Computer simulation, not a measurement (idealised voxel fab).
The process module that follows is named voxel self aligned contacts.
Section cut is 230 nm wide and gridded with 5 nm square cells.
If you're reading a cross-section in this doc, picture square cells in a grid; it comes to you as bands, top ones listed first down to the bottom, and a band can be one or more rows of cells.
In this notation a band is specified by the heights of its top and bottom, in that order and in nm, after which its materials appear from left to right, each paired with its width in nm. The word "edge to edge" attached to a single material means that material fills the band from edge to edge; the word "blank" stands for empty space.
Measure heights from 0. That's the level where, below it, the as-received wafer is all one material. The lowest band is bottomless and extends downward; write it as in "0 down".
When a width is written as two numbers, as in "30 to 40", the first number is the width in the top row of cells of the band and the second is the width in its bottom row, and the width changes by the same amount from each row to the next.
The cross-section has no changed cell in any step marked "no modifications".
You'll see "Catalogued sealed voids" listing empty spaces that have no way open to the top, as long as they're 8 cells or more; the notation is width x height at distance, where the distance is from the left edge, and all of it is in nm.
If you see something after the settings on a step's line, that's the simulator's own remark about that step.
"overlay nm" on a masked step: distance the mask lay right of its planned place, negative for left.

### Steps in the process plan
1: op RECEIVE | material Si
2: op OXIDIZE | depth nm 5
3: op DIRECTIONAL_DEP | material polySi | thk nm 30
4: op DIRECTIONAL_DEP | material SiN | thk nm 20
5: op MASKED_ETCH | tone cover | mask id GATE | width nm 30 | pitch nm 75 | etch materials SiN | depth nm 20 | overlay nm 0
6: op MASKED_ETCH | tone cover | mask id GATE | width nm 30 | pitch nm 75 | etch materials polySi | depth nm 30 | overlay nm 0
7: op CONFORMAL_DEP | material SiN | thk nm 10
8: op DIRECTIONAL_ETCH | etch materials SiN | depth nm 10
9: op FILL_DEP | material SiO2 | thk nm 15
10: op CMP | height nm 55
11: op DIRECTIONAL_DEP | material aC | thk nm 15
12: op PATTERN | tone open | mask id CONTACT | material resist | width nm 45 | pitch nm 75 | thk nm 35 | overlay nm 0
13: op DIRECTIONAL_ETCH | etch materials aC | depth nm 15
14: op STRIP | etch materials resist
15: op DIRECTIONAL_ETCH | etch materials SiO2 | depth nm 60
16: op STRIP | etch materials aC
17: op CONFORMAL_DEP | material TiN | thk nm 5
18: op FILL_DEP | material Ru | thk nm 5
19: op CMP | height nm 55
20: op CONFORMAL_DEP | material SiCN | thk nm 5
The plan's step 12 width nm is the first wafer's value; the wafers differ in this setting and start identical.

### Received wafers, first of several: cross-section after step 1
  0 down  Si edge to edge
  Catalogued sealed voids: none

### Module finished, last step 20 done: cross-section of the first of several wafers
  60 to 55  SiCN edge to edge
  55 to 50  55 nm SiO2, 15 nm TiN, 15 nm Ru, 15 nm TiN, 30 nm SiO2, 15 nm TiN, 15 nm Ru, 15 nm TiN, 55 nm SiO2
  50 to 30  15 nm SiO2, 50 nm SiN, 5 nm TiN, 15 nm Ru, 5 nm TiN, 50 nm SiN, 5 nm TiN, 15 nm Ru, 5 nm TiN, 50 nm SiN, 15 nm SiO2
  30 to 0  15 nm SiO2, 10 nm SiN, 30 nm polySi, 10 nm SiN, 5 nm TiN, 15 nm Ru, 5 nm TiN, 10 nm SiN, 30 nm polySi, 10 nm SiN, 5 nm TiN, 15 nm Ru, 5 nm TiN, 10 nm SiN, 30 nm polySi, 10 nm SiN, 15 nm SiO2
  0 to -5  65 nm SiO2, 25 nm TiN, 50 nm SiO2, 25 nm TiN, 65 nm SiO2
  -5 down  Si edge to edge
  Catalogued sealed voids: none

### The last wafer as seen in cross-section at the end of the module
  60 to 55  SiCN edge to edge
  55 to 50  50 nm SiO2, 20 nm TiN, 15 nm Ru, 25 nm TiN, 15 nm SiO2, 20 nm TiN, 15 nm Ru, 25 nm TiN, 45 nm SiO2
  50 to 30  15 nm SiO2, 50 nm SiN, 5 nm TiN, 15 nm Ru, 5 nm TiN, 50 nm SiN, 5 nm TiN, 15 nm Ru, 5 nm TiN, 50 nm SiN, 15 nm SiO2
  30 to 0  15 nm SiO2, 10 nm SiN, 30 nm polySi, 10 nm SiN, 5 nm TiN, 15 nm Ru, 5 nm TiN, 10 nm SiN, 30 nm polySi, 10 nm SiN, 5 nm TiN, 15 nm Ru, 5 nm TiN, 10 nm SiN, 30 nm polySi, 10 nm SiN, 15 nm SiO2
  0 to -5  65 nm SiO2, 25 nm TiN, 50 nm SiO2, 25 nm TiN, 65 nm SiO2
  -5 down  Si edge to edge
  Catalogued sealed voids: none

### Row per wafer, end-of-module: cell gain (+)/loss (-) by material since the wafer came in, then closed voids
width nm 45, +66 Ru, -46 Si, +46 SiCN, +192 SiN, +124 SiO2, +62 TiN, +108 polySi, Catalogued sealed voids: none
width nm 50, +66 Ru, -46 Si, +46 SiCN, +192 SiN, +122 SiO2, +64 TiN, +108 polySi, Catalogued sealed voids: none
width nm 55, +66 Ru, -46 Si, +46 SiCN, +192 SiN, +120 SiO2, +66 TiN, +108 polySi, Catalogued sealed voids: none
width nm 60, +66 Ru, -46 Si, +46 SiCN, +192 SiN, +118 SiO2, +68 TiN, +108 polySi, Catalogued sealed voids: none
